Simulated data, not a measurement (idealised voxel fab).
Process module in this document: voxel wiring stack
We display cut, a cross-section 255 nm in width whose square cells are each 5 nm.
Cross-section layout: square cells on a grid; listed as bands, top to bottom; a band spans one or more cell rows. For a band, the entry starts with two heights in nm, that of the top and then that of the bottom, and carries on with the band's materials in order from left to right, each alongside its width in nm; the word "edge to edge" beside a single material means it fills the band edge to edge, and "blank" means empty space. Basically, 0 is our baseline, since under it the wafer straight out of the box is all one material. The bottom band has no lower end and keeps on going down, so it looks like "0..down". Think of "30->40" as a width that walks from the first number to the second as you go down the band, top row to bottom row, taking equal-sized steps from row to row. For the purposes of this document, the phrase "nothing changed" attached to a step denotes that no cell within the cross-section was modified by that step. The label "Sealed void list" introduces a list of the empty spaces, 8 cells or larger, that have no open way up to the top; each entry in it reads width x height at distance, where the distance is taken from the left edge and all three are stated in nm. The remark found on a step's line after its settings is issued by the simulator itself and pertains to that step. "overlay nm" answers the question of how far to the right of plan the mask lay on a step that has a mask, and when it is negative the answer is to the left.

# List of planned process steps
1 RECEIVE, material Si
2 CONFORMAL_DEP, material SiO2, thk nm 15
3 CONFORMAL_DEP, material SiN, thk nm 5
4 DIRECTIONAL_DEP, material SiO2, thk nm 15
5 DIRECTIONAL_DEP, material aC, thk nm 15
6 PATTERN, tone open, mask id METAL_1, material resist, width nm 20, pitch nm 35, thk nm 35, overlay nm 0
7 DIRECTIONAL_ETCH, etch materials aC, depth nm 15
8 STRIP, etch materials resist
9 DIRECTIONAL_ETCH, etch materials SiO2, depth nm 15
10 DIRECTIONAL_ETCH, etch materials SiN, depth nm 5
11 STRIP, etch materials aC
12 CONFORMAL_DEP, material TiN, thk nm 5
13 FILL_DEP, material W, thk nm 10
14 CMP, height nm 35
15 CONFORMAL_DEP, material SiCN, thk nm 5
16 DIRECTIONAL_DEP, material SiO2, thk nm 15
17 PATTERN, tone open, mask id PLUG_1, material resist, width nm 15, pitch nm 70, thk nm 20, overlay nm 0
18 DIRECTIONAL_ETCH, etch materials SiO2, depth nm 15
19 DIRECTIONAL_ETCH, etch materials SiCN, depth nm 5
20 STRIP, etch materials resist
21 CONFORMAL_DEP, material TiN, thk nm 5
22 FILL_DEP, material Ru, thk nm 10
23 CMP, height nm 55
24 DIRECTIONAL_DEP, material TiN, thk nm 5
25 DIRECTIONAL_DEP, material Ru, thk nm 15
26 MASKED_ETCH, tone cover, mask id METAL_2, width nm 20, pitch nm 35, etch materials Ru, depth nm 15, overlay nm 0
27 MASKED_ETCH, tone cover, mask id METAL_2, width nm 20, pitch nm 35, etch materials TiN, depth nm 5, overlay nm 0
28 FILL_DEP, material SiO2, thk nm 5
29 CMP, height nm 75
30 CONFORMAL_DEP, material SiCN, thk nm 5
31 DIRECTIONAL_DEP, material SiO2, thk nm 20
32 DIRECTIONAL_DEP, material aC, thk nm 10
33 PATTERN, tone open, mask id METAL_3, material resist, width nm 20, pitch nm 35, thk nm 30, overlay nm 0
34 DIRECTIONAL_ETCH, etch materials aC, depth nm 10
35 STRIP, etch materials resist
36 DIRECTIONAL_ETCH, etch materials SiO2, depth nm 20
37 STRIP, etch materials aC
38 PATTERN, tone open, mask id METAL_3_HOLES, material resist, width nm 15, pitch nm 70, thk nm 20, overlay nm 0
39 DIRECTIONAL_ETCH, etch materials SiO2, depth nm 10
40 DIRECTIONAL_ETCH, etch materials SiCN, depth nm 5
41 STRIP, etch materials resist
42 CONFORMAL_DEP, material TiN, thk nm 5
43 FILL_DEP, material Cu, thk nm 5
44 CMP, height nm 110
45 CONFORMAL_DEP, material SiN, thk nm 5
Every wafer here starts from the same state; it is the step 31 thk nm that distinguishes them, and the value the plan gives belongs to the first wafer.

# first wafer as received, after step 1
    0..down  Si edge to edge
    Sealed void list: none

# The rows of the table below are wafers. Looking at the end of the module, a row counts, for every material, the cells the wafer has gained, shown as (+), or lost, shown as (-), since it was received; its closed voids come next
thk nm 20 | +85 Cu | +54 Ru | +90 SiCN | +86 SiN | +673 SiO2 | +161 TiN | +24 W | Sealed void list: none
thk nm 25 | +36 Cu | +54 Ru | +90 SiCN | +86 SiN | +718 SiO2 | +165 TiN | +24 W | Sealed void list: none
thk nm 30 | +30 Cu | +54 Ru | +90 SiCN | +86 SiN | +763 SiO2 | +126 TiN | +24 W | Sealed void list: none
thk nm 35 | +20 Cu | +54 Ru | +96 SiCN | +86 SiN | +779 SiO2 | +114 TiN | +24 W | Sealed void list: none
thk nm 40 | +12 Cu | +54 Ru | +96 SiCN | +86 SiN | +795 SiO2 | +106 TiN | +24 W | Sealed void list: none
thk nm 45 | +4 Cu | +54 Ru | +96 SiCN | +86 SiN | +811 SiO2 | +98 TiN | +24 W | Sealed void list: none
